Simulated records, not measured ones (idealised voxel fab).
process module | voxel capacitor over wiring
cross-section cut | 145 nm wide | cells 5 nm
A cross-section is a grid of square cells, given in bands from the top down. A band is one or more rows of cells.
Each band's line starts with the height of the band's top and of its bottom, in nm. Then come its materials from left to right, each with its width in nm. One material with "throughout" fills the band from edge to edge. "air" is empty space.
Height 0 is the level under which the wafer as received is all one material. The lowest band goes on downwards, as in "0 down".
A width such as "30 to 40" changes by the same amount from each row of cells to the next, from the band's top row to its bottom row.
"no change" after a step means that no cell of the cross-section changed.
closed voids: empty space of 8 cells or more with no open way to the top, each as width x height at its distance from the left edge, in nm
after a step's settings: what the simulator itself notes on the step
overlay nm, on a step with a mask: how far to the right of its planned place the mask lay; to the left if negative
plan
1 op RECEIVE | material Si
2 op CONFORMAL_DEP | material SiO2 | thk nm 15
3 op DIRECTIONAL_DEP | material TiN | thk nm 5
4 op DIRECTIONAL_DEP | material W | thk nm 15
5 op DIRECTIONAL_DEP | material aC | thk nm 10
6 op PATTERN | tone cover | mask id METAL_1 | material resist | width nm 30 | pitch nm 85 | thk nm 30 | overlay nm 0
7 op DIRECTIONAL_ETCH | etch materials aC | depth nm 10
8 op STRIP | etch materials resist
9 op DIRECTIONAL_ETCH | etch materials W | depth nm 15
10 op DIRECTIONAL_ETCH | etch materials TiN | depth nm 5
11 op STRIP | etch materials aC
12 op FILL_DEP | material lowk | thk nm 5
13 op CMP | height nm 35
14 op CONFORMAL_DEP | material SiCN | thk nm 5
15 op DIRECTIONAL_DEP | material lowk | thk nm 20
16 op PATTERN | tone open | mask id PLUG_1 | material resist | width nm 15 | thk nm 15 | overlay nm 0
17 op DIRECTIONAL_ETCH | etch materials lowk | depth nm 20
18 op DIRECTIONAL_ETCH | etch materials SiCN | depth nm 5
19 op STRIP | etch materials resist
20 op EPI | material Ru | thk nm 10
21 op EPI | material Ru | thk nm 10
22 op EPI | material Ru | thk nm 5
23 op DIRECTIONAL_DEP | material TiN | thk nm 5
24 op DIRECTIONAL_DEP | material HfO2 | thk nm 5
25 op DIRECTIONAL_DEP | material TiN | thk nm 10
26 op MASKED_ETCH | tone cover | mask id UPPER_PLATE | width nm 60 | etch materials TiN | depth nm 10 | overlay nm 0
27 op MASKED_ETCH | tone cover | mask id UPPER_PLATE | width nm 60 | etch materials HfO2 | depth nm 5 | overlay nm 0
28 op DIRECTIONAL_DEP | material aC | thk nm 15
29 op PATTERN | tone cover | mask id LOWER_PLATE | material resist | width nm 70 | thk nm 30 | overlay nm 0
30 op DIRECTIONAL_ETCH | etch materials aC | depth nm 15
31 op STRIP | etch materials resist
32 op DIRECTIONAL_ETCH | etch materials TiN | depth nm 5
33 op STRIP | etch materials aC
34 op FILL_DEP | material SiO2 | thk nm 20
35 op CMP | height nm 95
36 op DIRECTIONAL_DEP | material aC | thk nm 15
37 op PATTERN | tone open | mask id PLUG_2 | material resist | width nm 15 | thk nm 30 | overlay nm 0
38 op DIRECTIONAL_ETCH | etch materials aC | depth nm 15
39 op STRIP | etch materials resist
40 op DIRECTIONAL_ETCH | etch materials SiO2 | depth nm 15
41 op STRIP | etch materials aC
42 op CONFORMAL_DEP | material TiN | thk nm 5
43 op FILL_DEP | material Ru | thk nm 5
44 op CMP | height nm 95
45 op CONFORMAL_DEP | material SiCN | thk nm 5
as received, after step 1
  0 down: Si throughout
  closed voids: none
first wafer at the end, as planned
  100 to 95: SiCN throughout
  95 to 85: SiO2 40 | TiN 5 | Ru 5 | TiN 5 | SiO2 90
  85 to 80: SiO2 40 | TiN 15 | SiO2 90
  80 to 70: SiO2 30 | TiN 60 | SiO2 55
  70 to 65: SiO2 30 | HfO2 60 | SiO2 55
  65 to 60: SiO2 25 | TiN 70 | SiO2 50
  60 to 40: lowk 30 | Ru 15 | lowk 100
  40 to 35: SiCN 30 | Ru 15 | SiCN 100
  35 to 20: lowk 15 | W 30 | lowk 55 | W 30 | lowk 15
  20 to 15: lowk 15 | TiN 30 | lowk 55 | TiN 30 | lowk 15
  15 to 0: SiO2 throughout
  0 down: Si throughout
  closed voids: none
second wafer at the end: like start, like plan, one mistake
  100 to 95: SiCN throughout
  95 to 90: SiO2 40 | TiN 15 | SiO2 90
  90 to 80: SiO2 30 | TiN 25 | SiO2 90
  80 to 75: SiO2 30 | HfO2 25 | TiN 35 | SiO2 55
  75 to 70: SiO2 25 | TiN 65 | SiO2 55
  70 to 65: SiO2 20 | Ru 35 | HfO2 35 | SiO2 55
  65 to 60: SiO2 20 | Ru 35 | TiN 40 | SiO2 50
  60 to 40: lowk 30 | Ru 15 | lowk 100
  40 to 35: SiCN 30 | Ru 15 | SiCN 100
  35 to 20: lowk 15 | W 30 | lowk 55 | W 30 | lowk 15
  20 to 15: lowk 15 | TiN 30 | lowk 55 | TiN 30 | lowk 15
  15 to 0: SiO2 throughout
  0 down: Si throughout
  closed voids: none
what went wrong: one of the steps 20 and 21, which are alike, was run twice
at the end the second wafer has, in cells: 12 more of Ru | 8 fewer of SiO2 | 4 fewer of TiN
